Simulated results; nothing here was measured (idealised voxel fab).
You're looking at the process module voxel air gaps.
It is cross-section cut that appears here, measuring 235 nm in width, its square cells being 5 nm in size.
In this document a cross-section is written as a grid of square cells. It is given as a series of bands, listed from the top down, and a band is one or more rows of cells.
First you get the band's top height and its bottom height, in nm, and then the materials it's made of, left to right, with each width in nm. If you see a single material with "full width", that one covers the band edge to edge. "air" is empty space.
For the purposes of this specification, 0 denotes the height below which the wafer in its as-received condition is composed wholly of one material, and the lowermost band, lacking a lower limit, extends downward without end, as expressed in "top 0, no bottom".
Read "30->40" as a graded width: first number on top, second number at the bottom, same change between each pair of neighbouring rows.
When a step is marked "nothing changed", none of the cells in the cross-section changed during that step.
The list in "Closed void entries" covers empty spaces of 8 cells or more that cannot reach the top through any open way, and it gives each as width x height at distance; the distance is from the left edge, and width, height and distance are in nm.
Where a step's line continues beyond its settings, the continuation is a remark by the simulator itself on that step.
"overlay nm" answers the question of how far to the right of plan the mask lay on a step that has a mask, and when it is negative the answer is to the left.

# Listed below are the process steps as planned
1 RECEIVE (material Si)
2 CONFORMAL_DEP (material SiO2; thk nm 15)
3 CONFORMAL_DEP (material SiCN; thk nm 5)
4 DIRECTIONAL_DEP (material lowk; thk nm 30)
5 PATTERN (tone open; mask id LINES; material resist; width nm 20; pitch nm 50; thk nm 15; overlay nm 0)
6 DIRECTIONAL_ETCH (etch materials lowk; depth nm 30)
7 STRIP (etch materials resist)
8 CONFORMAL_DEP (material TiN; thk nm 5)
9 FILL_DEP (material W; thk nm 5)
10 CMP (height nm 50)
11 EPI (material Ru; thk nm 10)
12 SELECTIVE_ETCH (etch materials lowk; depth nm 40)
13 CONFORMAL_DEP (material SiCN; thk nm 5)

# The following pertains to the first of two wafers, which was processed as planned

# Cross-section of the wafer at receipt, which is the condition after step 1
> top 0, no bottom: Si full width
> Closed void entries: none

# Step 2 complete: cross-section through the wafer
> top 15, bottom 0: SiO2 full width
> For the remainder of the cross-section, below 0, there is no change.

# Step 3 complete: cross-section through the wafer
> top 20, bottom 15: SiCN full width
> For the remainder of the cross-section, below 15, there is no change.

# Step 4 complete: cross-section through the wafer
> top 50, bottom 20: lowk full width
> For the remainder of the cross-section, below 20, there is no change.

# Step 5 complete: cross-section through the wafer
> top 65, bottom 50: 55 resist, then 20 air, then 30 resist, then 20 air, then 30 resist, then 20 air, then 60 resist
> For the remainder of the cross-section, below 50, there is no change.

# Step 6 complete: cross-section through the wafer
> top 65, bottom 50: 55 resist, then 20 air, then 30 resist, then 20 air, then 30 resist, then 20 air, then 60 resist
> top 50, bottom 20: 55 lowk, then 20 air, then 30 lowk, then 20 air, then 30 lowk, then 20 air, then 60 lowk
> For the remainder of the cross-section, below 20, there is no change.

# Step 7 complete: cross-section through the wafer
> top 50, bottom 20: 55 lowk, then 20 air, then 30 lowk, then 20 air, then 30 lowk, then 20 air, then 60 lowk
> For the remainder of the cross-section, below 20, there is no change.

# Step 8 complete: cross-section through the wafer
> top 55, bottom 50: 60 TiN, then 10 air, then 40 TiN, then 10 air, then 40 TiN, then 10 air, then 65 TiN
> top 50, bottom 25: 55 lowk, then 5 TiN, then 10 air, then 5 TiN, then 30 lowk, then 5 TiN, then 10 air, then 5 TiN, then 30 lowk, then 5 TiN, then 10 air, then 5 TiN, then 60 lowk
> top 25, bottom 20: 55 lowk, then 20 TiN, then 30 lowk, then 20 TiN, then 30 lowk, then 20 TiN, then 60 lowk
> For the remainder of the cross-section, below 20, there is no change.

# Step 9 complete: cross-section through the wafer
> top 60, bottom 55: W full width
> top 55, bottom 50: 60 TiN, then 10 W, then 40 TiN, then 10 W, then 40 TiN, then 10 W, then 65 TiN
> top 50, bottom 25: 55 lowk, then 5 TiN, then 10 W, then 5 TiN, then 30 lowk, then 5 TiN, then 10 W, then 5 TiN, then 30 lowk, then 5 TiN, then 10 W, then 5 TiN, then 60 lowk
> For the remainder of the cross-section, below 25, there is no change.

# Step 10 complete: cross-section through the wafer
> top 50, bottom 25: 55 lowk, then 5 TiN, then 10 W, then 5 TiN, then 30 lowk, then 5 TiN, then 10 W, then 5 TiN, then 30 lowk, then 5 TiN, then 10 W, then 5 TiN, then 60 lowk
> For the remainder of the cross-section, below 25, there is no change.

# Step 11 complete: cross-section through the wafer
> top 60, bottom 50: 45 air, then 40 Ru, then 10 air, then 40 Ru, then 10 air, then 40 Ru, then 50 air
> For the remainder of the cross-section, below 50, there is no change.

# Step 12 complete: cross-section through the wafer
> top 60, bottom 50: 45 air, then 40 Ru, then 10 air, then 40 Ru, then 10 air, then 40 Ru, then 50 air
> top 50, bottom 25: 55 air, then 5 TiN, then 10 W, then 5 TiN, then 30 air, then 5 TiN, then 10 W, then 5 TiN, then 30 air, then 5 TiN, then 10 W, then 5 TiN, then 60 air
> top 25, bottom 20: 55 air, then 20 TiN, then 30 air, then 20 TiN, then 30 air, then 20 TiN, then 60 air
> For the remainder of the cross-section, below 20, there is no change.

# Step 13 complete: cross-section through the wafer
> top 65, bottom 60: 40 air, then 150 SiCN, then 45 air
> top 60, bottom 50: 40 air, then 5 SiCN, then 40 Ru, then 10 SiCN, then 40 Ru, then 10 SiCN, then 40 Ru, then 5 SiCN, then 45 air
> top 50, bottom 45: 40 air, then 15 SiCN, then 5 TiN, then 10 W, then 5 TiN, then 30 SiCN, then 5 TiN, then 10 W, then 5 TiN, then 30 SiCN, then 5 TiN, then 10 W, then 5 TiN, then 15 SiCN, then 45 air
> top 45, bottom 25: 50 air, then 5 SiCN, then 5 TiN, then 10 W, then 5 TiN, then 5 SiCN, then 20 air, then 5 SiCN, then 5 TiN, then 10 W, then 5 TiN, then 5 SiCN, then 20 air, then 5 SiCN, then 5 TiN, then 10 W, then 5 TiN, then 5 SiCN, then 55 air
> top 25, bottom 20: 55 SiCN, then 20 TiN, then 30 SiCN, then 20 TiN, then 30 SiCN, then 20 TiN, then 60 SiCN
> For the remainder of the cross-section, below 20, there is no change.
> Closed void entries: 20 x 20 at 80; 20 x 20 at 130

# Wafer two: like wafer one in start and plan, but with one mistake in execution; identical up to and including step 8

# Cross-section of the second wafer at the time step 9 of the plan should have ended
> top 60, bottom 55: SiCN full width
> top 55, bottom 50: 60 TiN, then 10 SiCN, then 40 TiN, then 10 SiCN, then 40 TiN, then 10 SiCN, then 65 TiN
> top 50, bottom 25: 55 lowk, then 5 TiN, then 10 SiCN, then 5 TiN, then 30 lowk, then 5 TiN, then 10 SiCN, then 5 TiN, then 30 lowk, then 5 TiN, then 10 SiCN, then 5 TiN, then 60 lowk
> For the remainder of the cross-section, below 25, there is no change.

# Cross-section of the second wafer at the time step 10 of the plan should have ended
> top 50, bottom 25: 55 lowk, then 5 TiN, then 10 SiCN, then 5 TiN, then 30 lowk, then 5 TiN, then 10 SiCN, then 5 TiN, then 30 lowk, then 5 TiN, then 10 SiCN, then 5 TiN, then 60 lowk
> For the remainder of the cross-section, below 25, there is no change.

# Cross-section of the second wafer at the time step 11 of the plan should have ended
> top 60, bottom 50: 45 air, then 40 Ru, then 10 air, then 40 Ru, then 10 air, then 40 Ru, then 50 air
> For the remainder of the cross-section, below 50, there is no change.

# Cross-section of the second wafer at the time step 12 of the plan should have ended
> top 60, bottom 50: 45 air, then 40 Ru, then 10 air, then 40 Ru, then 10 air, then 40 Ru, then 50 air
> top 50, bottom 25: 55 air, then 5 TiN, then 10 SiCN, then 5 TiN, then 30 air, then 5 TiN, then 10 SiCN, then 5 TiN, then 30 air, then 5 TiN, then 10 SiCN, then 5 TiN, then 60 air
> top 25, bottom 20: 55 air, then 20 TiN, then 30 air, then 20 TiN, then 30 air, then 20 TiN, then 60 air
> For the remainder of the cross-section, below 20, there is no change.

# Cross-section of the second wafer at the time step 13 of the plan should have ended
> top 65, bottom 60: 40 air, then 150 SiCN, then 45 air
> top 60, bottom 50: 40 air, then 5 SiCN, then 40 Ru, then 10 SiCN, then 40 Ru, then 10 SiCN, then 40 Ru, then 5 SiCN, then 45 air
> top 50, bottom 45: 40 air, then 15 SiCN, then 5 TiN, then 10 SiCN, then 5 TiN, then 30 SiCN, then 5 TiN, then 10 SiCN, then 5 TiN, then 30 SiCN, then 5 TiN, then 10 SiCN, then 5 TiN, then 15 SiCN, then 45 air
> top 45, bottom 25: 50 air, then 5 SiCN, then 5 TiN, then 10 SiCN, then 5 TiN, then 5 SiCN, then 20 air, then 5 SiCN, then 5 TiN, then 10 SiCN, then 5 TiN, then 5 SiCN, then 20 air, then 5 SiCN, then 5 TiN, then 10 SiCN, then 5 TiN, then 5 SiCN, then 55 air
> top 25, bottom 20: 55 SiCN, then 20 TiN, then 30 SiCN, then 20 TiN, then 30 SiCN, then 20 TiN, then 60 SiCN
> For the remainder of the cross-section, below 20, there is no change.
> Closed void entries: 20 x 20 at 80; 20 x 20 at 130
What was done differently from what was planned? not per plan at step 9, really ran FILL_DEP (material SiCN; thk nm 5)
End of process, cell counts, second wafer against first, materials with more or fewer: +30 SiCN | -30 W
